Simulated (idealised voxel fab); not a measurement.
Process module, titled voxel wiring stack
In the cross-section labelled cut, the width is 270 nm and each square cell is 5 nm.
Cross-section layout: square cells on a grid; listed as bands, top to bottom; a band spans one or more cell rows. Band: top height; bottom height; in nm. Then, left to right: material with width in nm, for each material. "all across": a single material spanning edge to edge. "blank": empty space. Height datum 0, below which the as-received substrate wafer is one material. Lowest band open at the bottom, running downward: "0 down". Read "30->40" as a graded width: first number on top, second number at the bottom, same change between each pair of neighbouring rows. The cross-section has no changed cell in any step marked "same as before". Empty spaces counting at least 8 cells and having no open way to the top are listed in "Closed void catalog". The notation width x height at distance is used for each, the distance being from the left edge and all three values in nm. Whatever follows a step's settings on its line is a remark the simulator itself makes about that step. The line of a step may include "overlay nm". On a step with a mask, this value is how far to the right of its planned place the mask lay. A negative value means the mask lay to the left.

Set out below are the planned steps of the process
1 RECEIVE | material Si
2 CONFORMAL_DEP | material SiO2 | thk nm 15
3 CONFORMAL_DEP | material SiCN | thk nm 5
4 DIRECTIONAL_DEP | material SiO2 | thk nm 25
5 MASKED_ETCH | tone open | mask id METAL_1 | width nm 20 | pitch nm 40 | etch materials SiO2 | depth nm 25 | overlay nm 0
6 MASKED_ETCH | tone open | mask id METAL_1 | width nm 20 | pitch nm 40 | etch materials SiCN | depth nm 5 | overlay nm 0
7 CONFORMAL_DEP | material TiN | thk nm 5
8 FILL_DEP | material Cu | thk nm 5
9 CMP | height nm 45
10 EPI | material Ru | thk nm 5
11 FILL_DEP | material SiCN | thk nm 5
12 DIRECTIONAL_DEP | material lowk | thk nm 10
13 MASKED_ETCH | tone open | mask id PLUG_1 | width nm 15 | pitch nm 40 | etch materials lowk | depth nm 10 | overlay nm 0
14 MASKED_ETCH | tone open | mask id PLUG_1 | width nm 15 | pitch nm 40 | etch materials SiCN | depth nm 5 | overlay nm 0
15 CONFORMAL_DEP | material TiN | thk nm 5
16 FILL_DEP | material W | thk nm 10
17 CMP | height nm 65
18 DIRECTIONAL_DEP | material TiN | thk nm 5
19 DIRECTIONAL_DEP | material W | thk nm 25
20 MASKED_ETCH | tone cover | mask id METAL_2 | width nm 20 | pitch nm 40 | etch materials W | depth nm 25 | overlay nm 0
21 MASKED_ETCH | tone cover | mask id METAL_2 | width nm 20 | pitch nm 40 | etch materials TiN | depth nm 5 | overlay nm 0
22 CONFORMAL_DEP | material SiCN | thk nm 5
23 FILL_DEP | material lowk | thk nm 10
24 CMP | height nm 85
25 CONFORMAL_DEP | material SiCN | thk nm 5
Variable across wafers: step 24 height nm (plan value is that of the first wafer; starting state common to all).

As-received cross-section, first of several wafers, post step 1
* 0 down | Si all across
* Closed void catalog: none

After the module's final step, step 25: the first of several wafers in cross-section
* 90 to 85 | SiCN all across
* 85 to 70 | lowk: 100; SiCN: 5; W: 20; SiCN: 5; lowk: 10; SiCN: 5; W: 20; SiCN: 5; lowk: 100
* 70 to 65 | SiCN: 105; TiN: 20; SiCN: 20; TiN: 20; SiCN: 105
* 65 to 55 | lowk: 105; TiN: 5; W: 5; TiN: 5; lowk: 25; TiN: 5; W: 5; TiN: 5; lowk: 110
* 55 to 50 | SiCN: 105; TiN: 15; SiCN: 25; TiN: 15; SiCN: 110
* 50 to 45 | SiCN: 100; Ru: 30; SiCN: 10; Ru: 30; SiCN: 100
* 45 to 20 | SiO2: 105; TiN: 5; Cu: 10; TiN: 5; SiO2: 20; TiN: 5; Cu: 10; TiN: 5; SiO2: 105
* 20 to 15 | SiCN: 105; TiN: 20; SiCN: 20; TiN: 20; SiCN: 105
* 15 to 0 | SiO2 all across
* 0 down | Si all across
* Closed void catalog: none

Wafer cross-section (last wafer, module end)
* 115 to 110 | SiCN all across
* 110 to 100 | lowk all across
* 100 to 95 | lowk: 100; SiCN: 30; lowk: 10; SiCN: 30; lowk: 100
* 95 to 70 | lowk: 100; SiCN: 5; W: 20; SiCN: 5; lowk: 10; SiCN: 5; W: 20; SiCN: 5; lowk: 100
* 70 to 65 | SiCN: 105; TiN: 20; SiCN: 20; TiN: 20; SiCN: 105
* 65 to 55 | lowk: 105; TiN: 5; W: 5; TiN: 5; lowk: 25; TiN: 5; W: 5; TiN: 5; lowk: 110
* 55 to 50 | SiCN: 105; TiN: 15; SiCN: 25; TiN: 15; SiCN: 110
* 50 to 45 | SiCN: 100; Ru: 30; SiCN: 10; Ru: 30; SiCN: 100
* 45 to 20 | SiO2: 105; TiN: 5; Cu: 10; TiN: 5; SiO2: 20; TiN: 5; Cu: 10; TiN: 5; SiO2: 105
* 20 to 15 | SiCN: 105; TiN: 20; SiCN: 20; TiN: 20; SiCN: 105
* 15 to 0 | SiO2 all across
* 0 down | Si all across
* Closed void catalog: none

Each row below is a wafer at the end of the module, listing for every material the number of cells it has gained (+) or lost (-) since it was received, followed by its closed voids
height nm 85, +20 Cu, +12 Ru, +248 SiCN, +392 SiO2, +50 TiN, +28 W, +222 lowk, Closed void catalog: none
height nm 90, +20 Cu, +12 Ru, +252 SiCN, +392 SiO2, +50 TiN, +36 W, +264 lowk, Closed void catalog: none
height nm 95, +20 Cu, +12 Ru, +256 SiCN, +392 SiO2, +50 TiN, +44 W, +306 lowk, Closed void catalog: none
height nm 100, +20 Cu, +12 Ru, +268 SiCN, +392 SiO2, +50 TiN, +44 W, +348 lowk, Closed void catalog: none
height nm 105, +20 Cu, +12 Ru, +268 SiCN, +392 SiO2, +50 TiN, +44 W, +402 lowk, Closed void catalog: none
height nm 110, +20 Cu, +12 Ru, +268 SiCN, +392 SiO2, +50 TiN, +44 W, +456 lowk, Closed void catalog: none
